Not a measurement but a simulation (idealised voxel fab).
Process module in this document: voxel wiring stack
Cross-sectional view cut (width: 245 nm; square cell size: 5 nm).
Think of the cross-section as a grid of square cells. We describe it in bands, top to bottom, and each band covers one or more rows of those cells. Basically the band line says how high the top is and how high the bottom is, in nm, and then what's in it from left to right, every material with its width in nm. Empty space shows up as "air", and if a single material carries "edge to edge" it runs the full band edge to edge. We count height from 0. Below that, the starting wafer is all one material. The lowest band never ends at the bottom but goes on down; see "top 0, no bottom" for how that is written. A width given as "30..40" starts at the first number in the band's top row and ends at the second number in its bottom row, shifting by an equal amount at every step from row to row. No cell of the cross-section changed in a step that is given as "stayed the same". "Sealed cavities" specifies each empty space that is not open to the top and that occupies no fewer than 8 cells, using the form width x height at distance, the distance measured from the left edge and all three quantities in nm. On a step's line, text after the settings is the simulator commenting on that step. overlay nm: on a step with a mask, how far right of its planned place the mask lay; negative means left.

-- So here's the lineup of process steps we planned
step 1: op RECEIVE | material Si
step 2: op CONFORMAL_DEP | material SiO2 | thk nm 15
step 3: op DIRECTIONAL_DEP | material TiN | thk nm 5
step 4: op DIRECTIONAL_DEP | material Ru | thk nm 15
step 5: op MASKED_ETCH | tone cover | mask id METAL_1 | width nm 30 | pitch nm 60 | etch materials Ru | depth nm 15 | overlay nm 0
step 6: op MASKED_ETCH | tone cover | mask id METAL_1 | width nm 30 | pitch nm 60 | etch materials TiN | depth nm 5 | overlay nm 0
step 7: op CONFORMAL_DEP | material SiCN | thk nm 5
step 8: op FILL_DEP | material SiO2 | thk nm 5
step 9: op CMP | height nm 35
step 10: op CONFORMAL_DEP | material SiCN | thk nm 5
step 11: op DIRECTIONAL_DEP | material lowk | thk nm 25
step 12: op PATTERN | tone open | mask id METAL_2 | material resist | width nm 30 | pitch nm 60 | thk nm 20 | overlay nm 0
step 13: op DIRECTIONAL_ETCH | etch materials lowk | depth nm 15
step 14: op STRIP | etch materials resist
step 15: op PATTERN | tone open | mask id METAL_2_HOLES | material resist | width nm 15 | pitch nm 120 | thk nm 15 | overlay nm 0
step 16: op DIRECTIONAL_ETCH | etch materials lowk | depth nm 10
step 17: op DIRECTIONAL_ETCH | etch materials SiCN | depth nm 5
step 18: op STRIP | etch materials resist
step 19: op CONFORMAL_DEP | material TiN | thk nm 5
step 20: op FILL_DEP | material Cu | thk nm 5
step 21: op CMP | height nm 65
step 22: op CONFORMAL_DEP | material SiCN | thk nm 5
step 23: op DIRECTIONAL_DEP | material SiO2 | thk nm 30
step 24: op MASKED_ETCH | tone open | mask id METAL_3 | width nm 30 | pitch nm 60 | etch materials SiO2 | depth nm 15 | overlay nm 0
step 25: op DIRECTIONAL_DEP | material aC | thk nm 10
step 26: op PATTERN | tone open | mask id METAL_3_HOLES | material resist | width nm 15 | pitch nm 120 | thk nm 25 | overlay nm 0
step 27: op DIRECTIONAL_ETCH | etch materials aC | depth nm 10
step 28: op STRIP | etch materials resist
step 29: op DIRECTIONAL_ETCH | etch materials SiO2 | depth nm 15
step 30: op DIRECTIONAL_ETCH | etch materials SiCN | depth nm 5
step 31: op STRIP | etch materials aC
step 32: op CONFORMAL_DEP | material TiN | thk nm 5
step 33: op FILL_DEP | material Cu | thk nm 10
step 34: op CMP | height nm 100
step 35: op CONFORMAL_DEP | material SiCN | thk nm 5
step 36: op DIRECTIONAL_DEP | material lowk | thk nm 10
step 37: op MASKED_ETCH | tone open | mask id PLUG_3 | width nm 15 | pitch nm 60 | etch materials lowk | depth nm 10 | overlay nm 0
step 38: op MASKED_ETCH | tone open | mask id PLUG_3 | width nm 15 | pitch nm 60 | etch materials SiCN | depth nm 5 | overlay nm 0
step 39: op CONFORMAL_DEP | material TiN | thk nm 5
step 40: op FILL_DEP | material Cu | thk nm 5
step 41: op CMP | height nm 115
step 42: op CONFORMAL_DEP | material SiN | thk nm 5
step 43: op DIRECTIONAL_DEP | material SiO2 | thk nm 25
step 44: op PATTERN | tone open | mask id METAL_4 | material resist | width nm 30 | pitch nm 60 | thk nm 15 | overlay nm 0
step 45: op DIRECTIONAL_ETCH | etch materials SiO2 | depth nm 25
step 46: op DIRECTIONAL_ETCH | etch materials SiN | depth nm 5
step 47: op STRIP | etch materials resist
step 48: op CONFORMAL_DEP | material TiN | thk nm 5
step 49: op FILL_DEP | material W | thk nm 10
step 50: op CMP | height nm 145
step 51: op EPI | material Ru | thk nm 5
step 52: op FILL_DEP | material SiCN | thk nm 5

-- The first wafer of two, processed as planned

-- as received, after step 1
  top 0, no bottom  Si edge to edge
  Sealed cavities: none

-- The wafer, seen in cross-section, after step 2
  top 15, bottom 0  SiO2 edge to edge
  Beneath the level 0, the cross-section is identical to its previous state.

-- The wafer, seen in cross-section, after step 3
  top 20, bottom 15  TiN edge to edge
  Beneath the level 15, the cross-section is identical to its previous state.

-- The wafer, seen in cross-section, after step 4
  top 35, bottom 20  Ru edge to edge
  Beneath the level 20, the cross-section is identical to its previous state.

-- The wafer, seen in cross-section, after step 5
  top 35, bottom 20  air 45, then Ru 30, then air 30, then Ru 30, then air 30, then Ru 30, then air 50
  Beneath the level 20, the cross-section is identical to its previous state.

-- The wafer, seen in cross-section, after step 6
  top 35, bottom 20  air 45, then Ru 30, then air 30, then Ru 30, then air 30, then Ru 30, then air 50
  top 20, bottom 15  air 45, then TiN 30, then air 30, then TiN 30, then air 30, then TiN 30, then air 50
  Beneath the level 15, the cross-section is identical to its previous state.

-- The wafer, seen in cross-section, after step 7
  top 40, bottom 35  air 40, then SiCN 40, then air 20, then SiCN 40, then air 20, then SiCN 40, then air 45
  top 35, bottom 20  air 40, then SiCN 5, then Ru 30, then SiCN 5, then air 20, then SiCN 5, then Ru 30, then SiCN 5, then air 20, then SiCN 5, then Ru 30, then SiCN 5, then air 45
  top 20, bottom 15  SiCN 45, then TiN 30, then SiCN 30, then TiN 30, then SiCN 30, then TiN 30, then SiCN 50
  Beneath the level 15, the cross-section is identical to its previous state.

-- The wafer, seen in cross-section, after step 8
  top 45, bottom 40  SiO2 edge to edge
  top 40, bottom 35  SiO2 40, then SiCN 40, then SiO2 20, then SiCN 40, then SiO2 20, then SiCN 40, then SiO2 45
  top 35, bottom 20  SiO2 40, then SiCN 5, then Ru 30, then SiCN 5, then SiO2 20, then SiCN 5, then Ru 30, then SiCN 5, then SiO2 20, then SiCN 5, then Ru 30, then SiCN 5, then SiO2 45
  Beneath the level 20, the cross-section is identical to its previous state.

-- The wafer, seen in cross-section, after step 9
  top 35, bottom 20  SiO2 40, then SiCN 5, then Ru 30, then SiCN 5, then SiO2 20, then SiCN 5, then Ru 30, then SiCN 5, then SiO2 20, then SiCN 5, then Ru 30, then SiCN 5, then SiO2 45
  Beneath the level 20, the cross-section is identical to its previous state.

-- The wafer, seen in cross-section, after step 10
  top 40, bottom 35  SiCN edge to edge
  Beneath the level 35, the cross-section is identical to its previous state.

-- The wafer, seen in cross-section, after step 11
  top 65, bottom 40  lowk edge to edge
  Beneath the level 40, the cross-section is identical to its previous state.

-- The wafer, seen in cross-section, after step 12
  top 85, bottom 65  resist 45, then air 30, then resist 30, then air 30, then resist 30, then air 30, then resist 50
  Beneath the level 65, the cross-section is identical to its previous state.

-- The wafer, seen in cross-section, after step 13
  top 85, bottom 65  resist 45, then air 30, then resist 30, then air 30, then resist 30, then air 30, then resist 50
  top 65, bottom 50  lowk 45, then air 30, then lowk 30, then air 30, then lowk 30, then air 30, then lowk 50
  Beneath the level 50, the cross-section is identical to its previous state.

-- The wafer, seen in cross-section, after step 14
  top 65, bottom 50  lowk 45, then air 30, then lowk 30, then air 30, then lowk 30, then air 30, then lowk 50
  Beneath the level 50, the cross-section is identical to its previous state.

-- The wafer, seen in cross-section, after step 15
  top 80, bottom 65  resist 45, then air 15, then resist 105, then air 15, then resist 65
  top 65, bottom 50  lowk 45, then air 15, then resist 15, then lowk 30, then resist 30, then lowk 30, then air 15, then resist 15, then lowk 50
  Beneath the level 50, the cross-section is identical to its previous state.

-- The wafer, seen in cross-section, after step 16
  top 80, bottom 65  resist 45, then air 15, then resist 105, then air 15, then resist 65
  top 65, bottom 50  lowk 45, then air 15, then resist 15, then lowk 30, then resist 30, then lowk 30, then air 15, then resist 15, then lowk 50
  top 50, bottom 40  lowk 45, then air 15, then lowk 105, then air 15, then lowk 65
  Beneath the level 40, the cross-section is identical to its previous state.

-- The wafer, seen in cross-section, after step 17
  top 80, bottom 65  resist 45, then air 15, then resist 105, then air 15, then resist 65
  top 65, bottom 50  lowk 45, then air 15, then resist 15, then lowk 30, then resist 30, then lowk 30, then air 15, then resist 15, then lowk 50
  top 50, bottom 40  lowk 45, then air 15, then lowk 105, then air 15, then lowk 65
  top 40, bottom 35  SiCN 45, then air 15, then SiCN 105, then air 15, then SiCN 65
  Beneath the level 35, the cross-section is identical to its previous state.

-- The wafer, seen in cross-section, after step 18
  top 65, bottom 50  lowk 45, then air 30, then lowk 30, then air 30, then lowk 30, then air 30, then lowk 50
  Beneath the level 50, the cross-section is identical to its previous state.

-- The wafer, seen in cross-section, after step 19
  top 70, bottom 65  TiN 50, then air 20, then TiN 40, then air 20, then TiN 40, then air 20, then TiN 55
  top 65, bottom 55  lowk 45, then TiN 5, then air 20, then TiN 5, then lowk 30, then TiN 5, then air 20, then TiN 5, then lowk 30, then TiN 5, then air 20, then TiN 5, then lowk 50
  top 55, bottom 50  lowk 45, then TiN 5, then air 5, then TiN 20, then lowk 30, then TiN 30, then lowk 30, then TiN 5, then air 5, then TiN 20, then lowk 50
  top 50, bottom 40  lowk 45, then TiN 5, then air 5, then TiN 5, then lowk 105, then TiN 5, then air 5, then TiN 5, then lowk 65
  top 40, bottom 35  SiCN 45, then TiN 15, then SiCN 105, then TiN 15, then SiCN 65
  Beneath the level 35, the cross-section is identical to its previous state.

-- The wafer, seen in cross-section, after step 20
  top 75, bottom 70  Cu edge to edge
  top 70, bottom 65  TiN 50, then Cu 20, then TiN 40, then Cu 20, then TiN 40, then Cu 20, then TiN 55
  top 65, bottom 55  lowk 45, then TiN 5, then Cu 20, then TiN 5, then lowk 30, then TiN 5, then Cu 20, then TiN 5, then lowk 30, then TiN 5, then Cu 20, then TiN 5, then lowk 50
  top 55, bottom 50  lowk 45, then TiN 5, then Cu 5, then TiN 20, then lowk 30, then TiN 30, then lowk 30, then TiN 5, then Cu 5, then TiN 20, then lowk 50
  top 50, bottom 40  lowk 45, then TiN 5, then Cu 5, then TiN 5, then lowk 105, then TiN 5, then Cu 5, then TiN 5, then lowk 65
  Beneath the level 40, the cross-section is identical to its previous state.

-- The wafer, seen in cross-section, after step 21
  top 65, bottom 55  lowk 45, then TiN 5, then Cu 20, then TiN 5, then lowk 30, then TiN 5, then Cu 20, then TiN 5, then lowk 30, then TiN 5, then Cu 20, then TiN 5, then lowk 50
  Beneath the level 55, the cross-section is identical to its previous state.

-- The wafer, seen in cross-section, after step 22
  top 70, bottom 65  SiCN edge to edge
  Beneath the level 65, the cross-section is identical to its previous state.

-- The wafer, seen in cross-section, after step 23
  top 100, bottom 70  SiO2 edge to edge
  Beneath the level 70, the cross-section is identical to its previous state.

-- The wafer, seen in cross-section, after step 24
  top 100, bottom 85  SiO2 45, then air 30, then SiO2 30, then air 30, then SiO2 30, then air 30, then SiO2 50
  Beneath the level 85, the cross-section is identical to its previous state.

-- The wafer, seen in cross-section, after step 25
  top 110, bottom 100  aC 45, then air 30, then aC 30, then air 30, then aC 30, then air 30, then aC 50
  top 100, bottom 95  SiO2 45, then air 30, then SiO2 30, then air 30, then SiO2 30, then air 30, then SiO2 50
  top 95, bottom 85  SiO2 45, then aC 30, then SiO2 30, then aC 30, then SiO2 30, then aC 30, then SiO2 50
  Beneath the level 85, the cross-section is identical to its previous state.

-- The wafer, seen in cross-section, after step 26
  top 135, bottom 110  resist 45, then air 15, then resist 105, then air 15, then resist 65
  top 110, bottom 100  aC 45, then air 15, then resist 15, then aC 30, then resist 30, then aC 30, then air 15, then resist 15, then aC 50
  top 100, bottom 95  SiO2 45, then air 15, then resist 15, then SiO2 30, then resist 30, then SiO2 30, then air 15, then resist 15, then SiO2 50
  Beneath the level 95, the cross-section is identical to its previous state.

-- The wafer, seen in cross-section, after step 27
  top 125, bottom 110  resist 45, then air 15, then resist 105, then air 15, then resist 65
  top 110, bottom 100  aC 45, then air 15, then resist 15, then aC 30, then resist 30, then aC 30, then air 15, then resist 15, then aC 50
  top 100, bottom 95  SiO2 45, then air 15, then resist 15, then SiO2 30, then resist 30, then SiO2 30, then air 15, then resist 15, then SiO2 50
  top 95, bottom 85  SiO2 45, then air 15, then aC 15, then SiO2 30, then aC 30, then SiO2 30, then air 15, then aC 15, then SiO2 50
  Beneath the level 85, the cross-section is identical to its previous state.

-- The wafer, seen in cross-section, after step 28
  top 110, bottom 100  aC 45, then air 30, then aC 30, then air 30, then aC 30, then air 30, then aC 50
  top 100, bottom 95  SiO2 45, then air 30, then SiO2 30, then air 30, then SiO2 30, then air 30, then SiO2 50
  Beneath the level 95, the cross-section is identical to its previous state.

-- The wafer, seen in cross-section, after step 29
  top 110, bottom 100  aC 45, then air 30, then aC 30, then air 30, then aC 30, then air 30, then aC 50
  top 100, bottom 95  SiO2 45, then air 30, then SiO2 30, then air 30, then SiO2 30, then air 30, then SiO2 50
  top 95, bottom 85  SiO2 45, then air 15, then aC 15, then SiO2 30, then aC 30, then SiO2 30, then air 15, then aC 15, then SiO2 50
  top 85, bottom 70  SiO2 45, then air 15, then SiO2 105, then air 15, then SiO2 65
  Beneath the level 70, the cross-section is identical to its previous state.

-- The wafer, seen in cross-section, after step 30
  top 110, bottom 100  aC 45, then air 30, then aC 30, then air 30, then aC 30, then air 30, then aC 50
  top 100, bottom 95  SiO2 45, then air 30, then SiO2 30, then air 30, then SiO2 30, then air 30, then SiO2 50
  top 95, bottom 85  SiO2 45, then air 15, then aC 15, then SiO2 30, then aC 30, then SiO2 30, then air 15, then aC 15, then SiO2 50
  top 85, bottom 70  SiO2 45, then air 15, then SiO2 105, then air 15, then SiO2 65
  top 70, bottom 65  SiCN 45, then air 15, then SiCN 105, then air 15, then SiCN 65
  Beneath the level 65, the cross-section is identical to its previous state.

-- The wafer, seen in cross-section, after step 31
  top 100, bottom 85  SiO2 45, then air 30, then SiO2 30, then air 30, then SiO2 30, then air 30, then SiO2 50
  Beneath the level 85, the cross-section is identical to its previous state.

-- The wafer, seen in cross-section, after step 32
  top 105, bottom 100  TiN 50, then air 20, then TiN 40, then air 20, then TiN 40, then air 20, then TiN 55
  top 100, bottom 90  SiO2 45, then TiN 5, then air 20, then TiN 5, then SiO2 30, then TiN 5, then air 20, then TiN 5, then SiO2 30, then TiN 5, then air 20, then TiN 5, then SiO2 50
  top 90, bottom 85  SiO2 45, then TiN 5, then air 5, then TiN 20, then SiO2 30, then TiN 30, then SiO2 30, then TiN 5, then air 5, then TiN 20, then SiO2 50
  top 85, bottom 70  SiO2 45, then TiN 5, then air 5, then TiN 5, then SiO2 105, then TiN 5, then air 5, then TiN 5, then SiO2 65
  top 70, bottom 65  SiCN 45, then TiN 15, then SiCN 105, then TiN 15, then SiCN 65
  Beneath the level 65, the cross-section is identical to its previous state.

-- The wafer, seen in cross-section, after step 33
  top 115, bottom 105  Cu edge to edge
  top 105, bottom 100  TiN 50, then Cu 20, then TiN 40, then Cu 20, then TiN 40, then Cu 20, then TiN 55
  top 100, bottom 90  SiO2 45, then TiN 5, then Cu 20, then TiN 5, then SiO2 30, then TiN 5, then Cu 20, then TiN 5, then SiO2 30, then TiN 5, then Cu 20, then TiN 5, then SiO2 50
  top 90, bottom 85  SiO2 45, then TiN 5, then Cu 5, then TiN 20, then SiO2 30, then TiN 30, then SiO2 30, then TiN 5, then Cu 5, then TiN 20, then SiO2 50
  top 85, bottom 70  SiO2 45, then TiN 5, then Cu 5, then TiN 5, then SiO2 105, then TiN 5, then Cu 5, then TiN 5, then SiO2 65
  Beneath the level 70, the cross-section is identical to its previous state.

-- The wafer, seen in cross-section, after step 34
  top 100, bottom 90  SiO2 45, then TiN 5, then Cu 20, then TiN 5, then SiO2 30, then TiN 5, then Cu 20, then TiN 5, then SiO2 30, then TiN 5, then Cu 20, then TiN 5, then SiO2 50
  Beneath the level 90, the cross-section is identical to its previous state.

-- The wafer, seen in cross-section, after step 35
  top 105, bottom 100  SiCN edge to edge
  Beneath the level 100, the cross-section is identical to its previous state.

-- The wafer, seen in cross-section, after step 36
  top 115, bottom 105  lowk edge to edge
  Beneath the level 105, the cross-section is identical to its previous state.

-- The wafer, seen in cross-section, after step 37
  top 115, bottom 105  lowk 45, then air 15, then lowk 45, then air 15, then lowk 45, then air 15, then lowk 65
  Beneath the level 105, the cross-section is identical to its previous state.

-- The wafer, seen in cross-section, after step 38
  top 115, bottom 105  lowk 45, then air 15, then lowk 45, then air 15, then lowk 45, then air 15, then lowk 65
  top 105, bottom 100  SiCN 45, then air 15, then SiCN 45, then air 15, then SiCN 45, then air 15, then SiCN 65
  Beneath the level 100, the cross-section is identical to its previous state.

-- The wafer, seen in cross-section, after step 39
  top 120, bottom 115  TiN 50, then air 5, then TiN 55, then air 5, then TiN 55, then air 5, then TiN 70
  top 115, bottom 105  lowk 45, then TiN 5, then air 5, then TiN 5, then lowk 45, then TiN 5, then air 5, then TiN 5, then lowk 45, then TiN 5, then air 5, then TiN 5, then lowk 65
  top 105, bottom 100  SiCN 45, then TiN 15, then SiCN 45, then TiN 15, then SiCN 45, then TiN 15, then SiCN 65
  Beneath the level 100, the cross-section is identical to its previous state.

-- The wafer, seen in cross-section, after step 40
  top 125, bottom 120  Cu edge to edge
  top 120, bottom 115  TiN 50, then Cu 5, then TiN 55, then Cu 5, then TiN 55, then Cu 5, then TiN 70
  top 115, bottom 105  lowk 45, then TiN 5, then Cu 5, then TiN 5, then lowk 45, then TiN 5, then Cu 5, then TiN 5, then lowk 45, then TiN 5, then Cu 5, then TiN 5, then lowk 65
  Beneath the level 105, the cross-section is identical to its previous state.

-- The wafer, seen in cross-section, after step 41
  top 115, bottom 105  lowk 45, then TiN 5, then Cu 5, then TiN 5, then lowk 45, then TiN 5, then Cu 5, then TiN 5, then lowk 45, then TiN 5, then Cu 5, then TiN 5, then lowk 65
  Beneath the level 105, the cross-section is identical to its previous state.

-- The wafer, seen in cross-section, after step 42
  top 120, bottom 115  SiN edge to edge
  Beneath the level 115, the cross-section is identical to its previous state.

-- The wafer, seen in cross-section, after step 43
  top 145, bottom 120  SiO2 edge to edge
  Beneath the level 120, the cross-section is identical to its previous state.

-- The wafer, seen in cross-section, after step 44
  top 160, bottom 145  resist 45, then air 30, then resist 30, then air 30, then resist 30, then air 30, then resist 50
  Beneath the level 145, the cross-section is identical to its previous state.

-- The wafer, seen in cross-section, after step 45
  top 160, bottom 145  resist 45, then air 30, then resist 30, then air 30, then resist 30, then air 30, then resist 50
  top 145, bottom 120  SiO2 45, then air 30, then SiO2 30, then air 30, then SiO2 30, then air 30, then SiO2 50
  Beneath the level 120, the cross-section is identical to its previous state.

-- The wafer, seen in cross-section, after step 46
  top 160, bottom 145  resist 45, then air 30, then resist 30, then air 30, then resist 30, then air 30, then resist 50
  top 145, bottom 120  SiO2 45, then air 30, then SiO2 30, then air 30, then SiO2 30, then air 30, then SiO2 50
  top 120, bottom 115  SiN 45, then air 30, then SiN 30, then air 30, then SiN 30, then air 30, then SiN 50
  Beneath the level 115, the cross-section is identical to its previous state.

-- The wafer, seen in cross-section, after step 47
  top 145, bottom 120  SiO2 45, then air 30, then SiO2 30, then air 30, then SiO2 30, then air 30, then SiO2 50
  Beneath the level 120, the cross-section is identical to its previous state.

-- The wafer, seen in cross-section, after step 48
  top 150, bottom 145  TiN 50, then air 20, then TiN 40, then air 20, then TiN 40, then air 20, then TiN 55
  top 145, bottom 120  SiO2 45, then TiN 5, then air 20, then TiN 5, then SiO2 30, then TiN 5, then air 20, then TiN 5, then SiO2 30, then TiN 5, then air 20, then TiN 5, then SiO2 50
  top 120, bottom 115  SiN 45, then TiN 30, then SiN 30, then TiN 30, then SiN 30, then TiN 30, then SiN 50
  Beneath the level 115, the cross-section is identical to its previous state.

-- The wafer, seen in cross-section, after step 49
  top 160, bottom 150  W edge to edge
  top 150, bottom 145  TiN 50, then W 20, then TiN 40, then W 20, then TiN 40, then W 20, then TiN 55
  top 145, bottom 120  SiO2 45, then TiN 5, then W 20, then TiN 5, then SiO2 30, then TiN 5, then W 20, then TiN 5, then SiO2 30, then TiN 5, then W 20, then TiN 5, then SiO2 50
  Beneath the level 120, the cross-section is identical to its previous state.

-- The wafer, seen in cross-section, after step 50
  top 145, bottom 120  SiO2 45, then TiN 5, then W 20, then TiN 5, then SiO2 30, then TiN 5, then W 20, then TiN 5, then SiO2 30, then TiN 5, then W 20, then TiN 5, then SiO2 50
  Beneath the level 120, the cross-section is identical to its previous state.

-- The wafer, seen in cross-section, after step 51
  top 150, bottom 145  air 40, then Ru 40, then air 20, then Ru 40, then air 20, then Ru 40, then air 45
  Beneath the level 145, the cross-section is identical to its previous state.

-- The wafer, seen in cross-section, after step 52
  top 155, bottom 150  SiCN edge to edge
  top 150, bottom 145  SiCN 40, then Ru 40, then SiCN 20, then Ru 40, then SiCN 20, then Ru 40, then SiCN 45
  Beneath the level 145, the cross-section is identical to its previous state.

-- It is to be noted that the second wafer proceeded from the same initial state and according to the same plan as the first, although one mistake was committed in its execution; through step 25, inclusive, the two wafers share an identical history

-- Second wafer cross-section, taken as of the time the plan sets for step 26 to be done
  top 135, bottom 110  air 45, then resist 15, then air 105, then resist 15, then air 65
  top 110, bottom 100  aC 45, then resist 15, then air 15, then aC 30, then air 30, then aC 30, then resist 15, then air 15, then aC 50
  top 100, bottom 95  SiO2 45, then resist 15, then air 15, then SiO2 30, then air 30, then SiO2 30, then resist 15, then air 15, then SiO2 50
  Beneath the level 95, the cross-section is identical to its previous state.

-- Second wafer cross-section, taken as of the time the plan sets for step 27 to be done
  top 125, bottom 100  air 45, then resist 15, then air 105, then resist 15, then air 65
  top 100, bottom 95  SiO2 45, then resist 15, then air 15, then SiO2 30, then air 30, then SiO2 30, then resist 15, then air 15, then SiO2 50
  top 95, bottom 85  SiO2 45, then aC 15, then air 15, then SiO2 30, then air 30, then SiO2 30, then aC 15, then air 15, then SiO2 50
  Beneath the level 85, the cross-section is identical to its previous state.

-- Second wafer cross-section, taken as of the time the plan sets for step 28 to be done
  top 100, bottom 95  SiO2 45, then air 30, then SiO2 30, then air 30, then SiO2 30, then air 30, then SiO2 50
  Beneath the level 95, the cross-section is identical to its previous state.

-- Second wafer cross-section, taken as of the time the plan sets for step 29 to be done
  top 95, bottom 85  air 45, then aC 15, then air 105, then aC 15, then air 65
  top 85, bottom 70  SiO2 60, then air 15, then SiO2 30, then air 30, then SiO2 45, then air 15, then SiO2 50
  Beneath the level 70, the cross-section is identical to its previous state.

-- Second wafer cross-section, taken as of the time the plan sets for step 30 to be done
  top 95, bottom 85  air 45, then aC 15, then air 105, then aC 15, then air 65
  top 85, bottom 70  SiO2 60, then air 15, then SiO2 30, then air 30, then SiO2 45, then air 15, then SiO2 50
  top 70, bottom 65  SiCN 60, then air 15, then SiCN 30, then air 30, then SiCN 45, then air 15, then SiCN 50
  Beneath the level 65, the cross-section is identical to its previous state.

-- Second wafer cross-section, taken as of the time the plan sets for step 31 to be done
  top 85, bottom 70  SiO2 60, then air 15, then SiO2 30, then air 30, then SiO2 45, then air 15, then SiO2 50
  Beneath the level 70, the cross-section is identical to its previous state.

-- Second wafer cross-section, taken as of the time the plan sets for step 32 to be done
  top 90, bottom 85  TiN 65, then air 5, then TiN 40, then air 20, then TiN 55, then air 5, then TiN 55
  top 85, bottom 70  SiO2 60, then TiN 5, then air 5, then TiN 5, then SiO2 30, then TiN 5, then air 20, then TiN 5, then SiO2 45, then TiN 5, then air 5, then TiN 5, then SiO2 50
  top 70, bottom 65  SiCN 60, then TiN 15, then SiCN 30, then TiN 30, then SiCN 45, then TiN 15, then SiCN 50
  Beneath the level 65, the cross-section is identical to its previous state.

-- Second wafer cross-section, taken as of the time the plan sets for step 33 to be done
  top 100, bottom 90  Cu edge to edge
  top 90, bottom 85  TiN 65, then Cu 5, then TiN 40, then Cu 20, then TiN 55, then Cu 5, then TiN 55
  top 85, bottom 70  SiO2 60, then TiN 5, then Cu 5, then TiN 5, then SiO2 30, then TiN 5, then Cu 20, then TiN 5, then SiO2 45, then TiN 5, then Cu 5, then TiN 5, then SiO2 50
  Beneath the level 70, the cross-section is identical to its previous state.

Second wafer cross-section, taken as of the time the plan sets for step 34 to be done: stayed the same

-- Second wafer cross-section, taken as of the time the plan sets for step 35 to be done
  top 105, bottom 100  SiCN edge to edge
  Beneath the level 100, the cross-section is identical to its previous state.

-- Second wafer cross-section, taken as of the time the plan sets for step 36 to be done
  top 115, bottom 105  lowk edge to edge
  Beneath the level 105, the cross-section is identical to its previous state.

-- Second wafer cross-section, taken as of the time the plan sets for step 37 to be done
  top 115, bottom 105  lowk 45, then air 15, then lowk 45, then air 15, then lowk 45, then air 15, then lowk 65
  Beneath the level 105, the cross-section is identical to its previous state.

-- Second wafer cross-section, taken as of the time the plan sets for step 38 to be done
  top 115, bottom 105  lowk 45, then air 15, then lowk 45, then air 15, then lowk 45, then air 15, then lowk 65
  top 105, bottom 100  SiCN 45, then air 15, then SiCN 45, then air 15, then SiCN 45, then air 15, then SiCN 65
  Beneath the level 100, the cross-section is identical to its previous state.

-- Second wafer cross-section, taken as of the time the plan sets for step 39 to be done
  top 120, bottom 115  TiN 50, then air 5, then TiN 55, then air 5, then TiN 55, then air 5, then TiN 70
  top 115, bottom 105  lowk 45, then TiN 5, then air 5, then TiN 5, then lowk 45, then TiN 5, then air 5, then TiN 5, then lowk 45, then TiN 5, then air 5, then TiN 5, then lowk 65
  top 105, bottom 100  SiCN 45, then TiN 15, then SiCN 45, then TiN 15, then SiCN 45, then TiN 15, then SiCN 65
  Beneath the level 100, the cross-section is identical to its previous state.

-- Second wafer cross-section, taken as of the time the plan sets for step 40 to be done
  top 125, bottom 120  Cu edge to edge
  top 120, bottom 115  TiN 50, then Cu 5, then TiN 55, then Cu 5, then TiN 55, then Cu 5, then TiN 70
  top 115, bottom 105  lowk 45, then TiN 5, then Cu 5, then TiN 5, then lowk 45, then TiN 5, then Cu 5, then TiN 5, then lowk 45, then TiN 5, then Cu 5, then TiN 5, then lowk 65
  Beneath the level 105, the cross-section is identical to its previous state.

-- Second wafer cross-section, taken as of the time the plan sets for step 41 to be done
  top 115, bottom 105  lowk 45, then TiN 5, then Cu 5, then TiN 5, then lowk 45, then TiN 5, then Cu 5, then TiN 5, then lowk 45, then TiN 5, then Cu 5, then TiN 5, then lowk 65
  Beneath the level 105, the cross-section is identical to its previous state.

-- Second wafer cross-section, taken as of the time the plan sets for step 42 to be done
  top 120, bottom 115  SiN edge to edge
  Beneath the level 115, the cross-section is identical to its previous state.

-- Second wafer cross-section, taken as of the time the plan sets for step 43 to be done
  top 145, bottom 120  SiO2 edge to edge
  Beneath the level 120, the cross-section is identical to its previous state.

-- Second wafer cross-section, taken as of the time the plan sets for step 44 to be done
  top 160, bottom 145  resist 45, then air 30, then resist 30, then air 30, then resist 30, then air 30, then resist 50
  Beneath the level 145, the cross-section is identical to its previous state.

-- Second wafer cross-section, taken as of the time the plan sets for step 45 to be done
  top 160, bottom 145  resist 45, then air 30, then resist 30, then air 30, then resist 30, then air 30, then resist 50
  top 145, bottom 120  SiO2 45, then air 30, then SiO2 30, then air 30, then SiO2 30, then air 30, then SiO2 50
  Beneath the level 120, the cross-section is identical to its previous state.

-- Second wafer cross-section, taken as of the time the plan sets for step 46 to be done
  top 160, bottom 145  resist 45, then air 30, then resist 30, then air 30, then resist 30, then air 30, then resist 50
  top 145, bottom 120  SiO2 45, then air 30, then SiO2 30, then air 30, then SiO2 30, then air 30, then SiO2 50
  top 120, bottom 115  SiN 45, then air 30, then SiN 30, then air 30, then SiN 30, then air 30, then SiN 50
  Beneath the level 115, the cross-section is identical to its previous state.

-- Second wafer cross-section, taken as of the time the plan sets for step 47 to be done
  top 145, bottom 120  SiO2 45, then air 30, then SiO2 30, then air 30, then SiO2 30, then air 30, then SiO2 50
  Beneath the level 120, the cross-section is identical to its previous state.

-- Second wafer cross-section, taken as of the time the plan sets for step 48 to be done
  top 150, bottom 145  TiN 50, then air 20, then TiN 40, then air 20, then TiN 40, then air 20, then TiN 55
  top 145, bottom 120  SiO2 45, then TiN 5, then air 20, then TiN 5, then SiO2 30, then TiN 5, then air 20, then TiN 5, then SiO2 30, then TiN 5, then air 20, then TiN 5, then SiO2 50
  top 120, bottom 115  SiN 45, then TiN 30, then SiN 30, then TiN 30, then SiN 30, then TiN 30, then SiN 50
  Beneath the level 115, the cross-section is identical to its previous state.

-- Second wafer cross-section, taken as of the time the plan sets for step 49 to be done
  top 160, bottom 150  W edge to edge
  top 150, bottom 145  TiN 50, then W 20, then TiN 40, then W 20, then TiN 40, then W 20, then TiN 55
  top 145, bottom 120  SiO2 45, then TiN 5, then W 20, then TiN 5, then SiO2 30, then TiN 5, then W 20, then TiN 5, then SiO2 30, then TiN 5, then W 20, then TiN 5, then SiO2 50
  Beneath the level 120, the cross-section is identical to its previous state.

-- Second wafer cross-section, taken as of the time the plan sets for step 50 to be done
  top 145, bottom 120  SiO2 45, then TiN 5, then W 20, then TiN 5, then SiO2 30, then TiN 5, then W 20, then TiN 5, then SiO2 30, then TiN 5, then W 20, then TiN 5, then SiO2 50
  Beneath the level 120, the cross-section is identical to its previous state.

-- Second wafer cross-section, taken as of the time the plan sets for step 51 to be done
  top 150, bottom 145  air 40, then Ru 40, then air 20, then Ru 40, then air 20, then Ru 40, then air 45
  Beneath the level 145, the cross-section is identical to its previous state.

-- Second wafer cross-section, taken as of the time the plan sets for step 52 to be done
  top 155, bottom 150  SiCN edge to edge
  top 150, bottom 145  SiCN 40, then Ru 40, then SiCN 20, then Ru 40, then SiCN 20, then Ru 40, then SiCN 45
  Beneath the level 145, the cross-section is identical to its previous state.
Heads up, the wafer didn't run the way we planned it: step 26 went in with a setting other than planned; the actual run was op PATTERN | tone cover | mask id METAL_3_HOLES | material resist | width nm 15 | pitch nm 120 | thk nm 25 | overlay nm 0
Bottom line after processing is that, in cells, the second wafer is up or down on some materials versus the first: 90 more of Cu | 6 fewer of SiCN | 111 fewer of SiO2 | 27 more of TiN
